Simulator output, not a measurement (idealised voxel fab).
Documented hereafter: the process module known as voxel transistor to metal.
Pictured: cross-section cut, 155 nm wide, on a grid of 5 nm square cells.
In this document a cross-section is written as a grid of square cells. It is given as a series of bands, listed from the top down, and a band is one or more rows of cells.
It is stipulated that each band's entry specify, in nanometres, the height of the top of the band and then that of its bottom, followed by the materials of the band in left-to-right sequence, each together with its width in nanometres. A single material marked by the word "full width" is understood to fill the band from edge to edge; the word "air" is understood to denote empty space.
Height reference: 0 = level under which incoming wafer is all one material. Lowest band: no bottom, runs on downward, e.g. "0 nm and below".
Quick explanation for "30->40": the width changes in equal steps down the rows of cells, from the first number in the band's top row to the second number in its bottom row.
Reading "nothing got changed" for a step: not a cell of the cross-section changed in it.
"Fully sealed voids": sealed empty spaces, 8 cells or more, no open way to top, listed width x height at distance, with distance from the left edge and width, height and distance in nm.
Anything after a step's settings on that line? It's the simulator's own note about the step.
The line of a step may include "overlay nm". On a step with a mask, this value is how far to the right of its planned place the mask lay. A negative value means the mask lay to the left.
[Process steps (planned)]
1. RECEIVE | material Si
2. OXIDIZE | depth nm 5
3. CONFORMAL_DEP | material SiN | thk nm 10
4. PATTERN | tone cover | mask id ACTIVE | material resist | width nm 110 | thk nm 15 | overlay nm 0
5. DIRECTIONAL_ETCH | etch materials SiN | depth nm 10
6. DIRECTIONAL_ETCH | etch materials SiO2 | depth nm 5
7. DIRECTIONAL_ETCH | etch materials Si | depth nm 20
8. STRIP | etch materials resist
9. OXIDIZE | depth nm 5
10. FILL_DEP | material SiO2 | thk nm 5
11. CMP | height nm 10
12. SELECTIVE_ETCH | etch materials SiO2 | depth nm 5
13. STRIP | etch materials SiN
14. SELECTIVE_ETCH | etch materials SiO2 | depth nm 5
15. OXIDIZE | depth nm 5
16. DIRECTIONAL_DEP | material polySi | thk nm 25
17. DIRECTIONAL_DEP | material SiCN | thk nm 15
18. DIRECTIONAL_DEP | material aC | thk nm 10
19. PATTERN | tone cover | mask id GATE | material resist | width nm 30 | thk nm 30 | overlay nm 0
20. DIRECTIONAL_ETCH | etch materials aC | depth nm 10
21. STRIP | etch materials resist
22. DIRECTIONAL_ETCH | etch materials SiCN | depth nm 25
23. DIRECTIONAL_ETCH | etch materials polySi | depth nm 35
24. STRIP | etch materials aC
25. CONFORMAL_DEP | material SiO2 | thk nm 5
26. DIRECTIONAL_ETCH | etch materials SiO2 | depth nm 5
27. CONFORMAL_DEP | material SiN | thk nm 5
28. DIRECTIONAL_ETCH | etch materials SiN | depth nm 5
29. DIRECTIONAL_ETCH | etch materials SiO2 | depth nm 5
30. DIRECTIONAL_ETCH | etch materials Si | depth nm 5
31. EPI | material pSi | thk nm 10
32. FILL_DEP | material SiO2 | thk nm 5
33. CMP | height nm 20
34. STRIP | etch materials polySi
35. SELECTIVE_ETCH | etch materials SiO2 | depth nm 5
36. CONFORMAL_DEP | material HfO2 | thk nm 5
37. CONFORMAL_DEP | material TiN | thk nm 5
38. FILL_DEP | material W | thk nm 5
39. CMP | height nm 15
40. DIRECTIONAL_DEP | material SiO2 | thk nm 10
41. PATTERN | tone open | mask id CONTACT | material resist | width nm 20 | pitch nm 80 | thk nm 20 | overlay nm 0
42. DIRECTIONAL_ETCH | etch materials SiO2 | depth nm 30
43. STRIP | etch materials resist
44. CONFORMAL_DEP | material TiN | thk nm 5
45. FILL_DEP | material W | thk nm 10
46. CMP | height nm 25
47. DIRECTIONAL_DEP | material TiN | thk nm 5
48. DIRECTIONAL_DEP | material W | thk nm 25
49. PATTERN | tone cover | mask id METAL_1 | material resist | width nm 20 | pitch nm 80 | thk nm 20 | overlay nm 0
50. DIRECTIONAL_ETCH | etch materials W | depth nm 25
51. DIRECTIONAL_ETCH | etch materials TiN | depth nm 5
52. STRIP | etch materials resist
53. CONFORMAL_DEP | material SiN | thk nm 5
54. FILL_DEP | material SiO2 | thk nm 5
55. CMP | height nm 55
56. CONFORMAL_DEP | material SiCN | thk nm 5
57. DIRECTIONAL_DEP | material SiO2 | thk nm 35
58. DIRECTIONAL_DEP | material aC | thk nm 10
59. PATTERN | tone open | mask id METAL_2 | material resist | width nm 20 | pitch nm 80 | thk nm 30 | overlay nm 0
60. DIRECTIONAL_ETCH | etch materials aC | depth nm 10
61. STRIP | etch materials resist
62. DIRECTIONAL_ETCH | etch materials SiO2 | depth nm 20
63. STRIP | etch materials aC
64. DIRECTIONAL_DEP | material aC | thk nm 15
65. PATTERN | tone open | mask id METAL_2_HOLES | material resist | width nm 15 | pitch nm 80 | thk nm 30 | overlay nm 0
66. DIRECTIONAL_ETCH | etch materials aC | depth nm 15
67. STRIP | etch materials resist
68. DIRECTIONAL_ETCH | etch materials SiO2 | depth nm 15
69. DIRECTIONAL_ETCH | etch materials SiCN | depth nm 5
70. STRIP | etch materials aC
71. CONFORMAL_DEP | material TiN | thk nm 5
72. FILL_DEP | material Cu | thk nm 10
73. CMP | height nm 95
74. CONFORMAL_DEP | material SiCN | thk nm 5
[So this is the incoming wafer in cross-section - it's already been through step 1]
  0 nm and below  Si full width
  Fully sealed voids: none
[Sectioned view, first of two wafers, at the close of the module, processed as intended in the plan]
  100 nm to 95 nm  SiCN full width
  95 nm to 80 nm  25 of SiO2; 5 of TiN; 10 of Cu; 5 of TiN; 60 of SiO2; 5 of TiN; 10 of Cu; 5 of TiN; 30 of SiO2
  80 nm to 75 nm  25 of SiO2; 5 of TiN; 5 of Cu; 10 of TiN; 60 of SiO2; 5 of TiN; 5 of Cu; 10 of TiN; 30 of SiO2
  75 nm to 60 nm  25 of SiO2; 5 of TiN; 5 of Cu; 5 of TiN; 65 of SiO2; 5 of TiN; 5 of Cu; 5 of TiN; 35 of SiO2
  60 nm to 55 nm  25 of SiCN; 15 of TiN; 65 of SiCN; 15 of TiN; 35 of SiCN
  55 nm to 30 nm  20 of SiO2; 5 of SiN; 20 of W; 5 of SiN; 50 of SiO2; 5 of SiN; 20 of W; 5 of SiN; 25 of SiO2
  30 nm to 25 nm  25 of SiN; 20 of TiN; 60 of SiN; 20 of TiN; 30 of SiN
  25 nm to 15 nm  25 of SiO2; 5 of TiN; 10 of W; 5 of TiN; 60 of SiO2; 5 of TiN; 10 of W; 5 of TiN; 30 of SiO2
  15 nm to 5 nm  25 of SiO2; 5 of TiN; 10 of W; 5 of TiN; 5 of SiO2; 5 of SiN; 5 of HfO2; 5 of TiN; 20 of W; 5 of TiN; 5 of HfO2; 5 of SiN; 5 of SiO2; 5 of TiN; 10 of W; 5 of TiN; 30 of SiO2
  5 nm to 0 nm  25 of SiO2; 5 of TiN; 5 of W; 10 of TiN; 5 of SiO2; 5 of SiN; 5 of HfO2; 5 of TiN; 20 of W; 5 of TiN; 5 of HfO2; 5 of SiN; 5 of SiO2; 10 of TiN; 5 of W; 5 of TiN; 30 of SiO2
  0 nm to -5 nm  20 of SiO2; 5 of SiN; 15 of TiN; 10 of pSi; 5 of SiN; 5 of HfO2; 30 of TiN; 5 of HfO2; 5 of SiN; 10 of pSi; 15 of TiN; 5 of SiN; 25 of SiO2
  -5 nm to -10 nm  25 of SiO2; 25 of pSi; 5 of SiO2; 40 of HfO2; 5 of SiO2; 25 of pSi; 30 of SiO2
  -10 nm to -15 nm  25 of SiO2; 25 of pSi; 50 of Si; 25 of pSi; 30 of SiO2
  -15 nm to -30 nm  25 of SiO2; 100 of Si; 30 of SiO2
  -30 nm and below  Si full width
  Fully sealed voids: none
[Second wafer of the two, sectioned at the end of the module. It began like the first and followed the same plan, but one mistake was made while running it]
  100 nm to 95 nm  SiCN full width
  95 nm to 80 nm  20 of SiO2; 5 of TiN; 20 of Cu; 5 of TiN; 50 of SiO2; 5 of TiN; 20 of Cu; 5 of TiN; 25 of SiO2
  80 nm to 75 nm  20 of SiO2; 10 of TiN; 5 of Cu; 15 of TiN; 50 of SiO2; 10 of TiN; 5 of Cu; 15 of TiN; 25 of SiO2
  75 nm to 60 nm  25 of SiO2; 5 of TiN; 5 of Cu; 5 of TiN; 65 of SiO2; 5 of TiN; 5 of Cu; 5 of TiN; 35 of SiO2
  60 nm to 55 nm  25 of SiCN; 15 of TiN; 65 of SiCN; 15 of TiN; 35 of SiCN
  55 nm to 30 nm  20 of SiO2; 5 of SiN; 20 of W; 5 of SiN; 50 of SiO2; 5 of SiN; 20 of W; 5 of SiN; 25 of SiO2
  30 nm to 25 nm  25 of SiN; 20 of TiN; 60 of SiN; 20 of TiN; 30 of SiN
  25 nm to 15 nm  25 of SiO2; 5 of TiN; 10 of W; 5 of TiN; 60 of SiO2; 5 of TiN; 10 of W; 5 of TiN; 30 of SiO2
  15 nm to 5 nm  25 of SiO2; 5 of TiN; 10 of W; 5 of TiN; 5 of SiO2; 5 of SiN; 5 of HfO2; 5 of TiN; 20 of W; 5 of TiN; 5 of HfO2; 5 of SiN; 5 of SiO2; 5 of TiN; 10 of W; 5 of TiN; 30 of SiO2
  5 nm to 0 nm  25 of SiO2; 5 of TiN; 5 of W; 10 of TiN; 5 of SiO2; 5 of SiN; 5 of HfO2; 5 of TiN; 20 of W; 5 of TiN; 5 of HfO2; 5 of SiN; 5 of SiO2; 10 of TiN; 5 of W; 5 of TiN; 30 of SiO2
  0 nm to -5 nm  20 of SiO2; 5 of SiN; 15 of TiN; 10 of pSi; 5 of SiN; 5 of HfO2; 30 of TiN; 5 of HfO2; 5 of SiN; 10 of pSi; 15 of TiN; 5 of SiN; 25 of SiO2
  -5 nm to -10 nm  25 of SiO2; 25 of pSi; 5 of SiO2; 40 of HfO2; 5 of SiO2; 25 of pSi; 30 of SiO2
  -10 nm to -15 nm  25 of SiO2; 25 of pSi; 50 of Si; 25 of pSi; 30 of SiO2
  -15 nm to -30 nm  25 of SiO2; 100 of Si; 30 of SiO2
  -30 nm and below  Si full width
  Fully sealed voids: none
What broke from the plan during processing? the process deviated at step 59: the operation and settings actually run there were PATTERN | tone open | mask id METAL_2 | material resist | width nm 30 | pitch nm 80 | thk nm 30 | overlay nm 0
Cell-count delta at end, second wafer over first, by material: Cu +12 | SiO2 -16 | TiN +4
